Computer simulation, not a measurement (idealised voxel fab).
Herein follows the process module entitled voxel tone inversion.
Square cells of 5 nm make up the cross-section cut, whose width is 265 nm.
Just so we're on the same page, the cross-sections are grids of square cells, and they're listed out in bands top to bottom, each band one or more rows deep.
It is stipulated that each band's entry specify, in nanometres, the height of the top of the band and then that of its bottom, followed by the materials of the band in left-to-right sequence, each together with its width in nanometres. A single material marked by the word "full width" is understood to fill the band from edge to edge; the word "empty" is understood to denote empty space.
For the purposes of this specification, 0 denotes the height below which the wafer in its as-received condition is composed wholly of one material, and the lowermost band, lacking a lower limit, extends downward without end, as expressed in "0 nm and below".
Width: "30->40" (first number = top row, second number = bottom row, same change from row to row of cells).
When a step is marked "remained the same", none of the cells in the cross-section changed during that step.
Heads up: "Closed cavities" only lists the empty pockets with no open path to the top that are 8 cells or more, and it writes them as width x height at distance, distance from the left edge, in nm.
Where a step's line continues beyond its settings, the continuation is a remark by the simulator itself on that step.
overlay nm: right-of-plan distance of the mask on a masked step; negative values mean left-of-plan.

SET OUT BELOW ARE THE PLANNED STEPS OF THE PROCESS
| 1 | RECEIVE,material Si |
| 2 | CONFORMAL_DEP,material SiCN,thk nm 10 |
| 3 | DIRECTIONAL_DEP,material polySi,thk nm 25 |
| 4 | PATTERN,tone cover,mask id POSTS,material resist,width nm 25,pitch nm 40,thk nm 35,overlay nm 0 |
| 5 | DIRECTIONAL_ETCH,etch materials polySi,depth nm 25 |
| 6 | STRIP,etch materials resist |
| 7 | FILL_DEP,material SiO2,thk nm 10 |
| 8 | CMP,height nm 35 |
| 9 | STRIP,etch materials polySi |

WAFER AT RECEIPT (POST STEP 1), CROSS-SECTION
    0 nm and below: Si full width
    Closed cavities: none

END-OF-MODULE XS, FIRST OF TWO WAFERS, RUN AS PLANNED
    35 nm to 10 nm: 80 of SiO2, 25 of empty, 15 of SiO2, 25 of empty, 15 of SiO2, 25 of empty, 80 of SiO2
    10 nm to 0 nm: SiCN full width
    0 nm and below: Si full width
    Closed cavities: none

WAFER TWO CROSS-SECTION, MODULE END. START AND PLAN UNCHANGED FROM WAFER ONE; ONE MISTAKE MADE DURING THE RUN
    35 nm to 10 nm: 80 of empty, 25 of SiO2, 15 of empty, 25 of SiO2, 15 of empty, 25 of SiO2, 80 of empty
    10 nm to 0 nm: SiCN full width
    0 nm and below: Si full width
    Closed cavities: none
Run error: rather than as planned, step 4 actually ran as PATTERN,tone open,mask id POSTS,material resist,width nm 25,pitch nm 40,thk nm 35,overlay nm 0
Count the cells at the end and the second wafer has more or fewer of some materials than the first: SiO2 -115
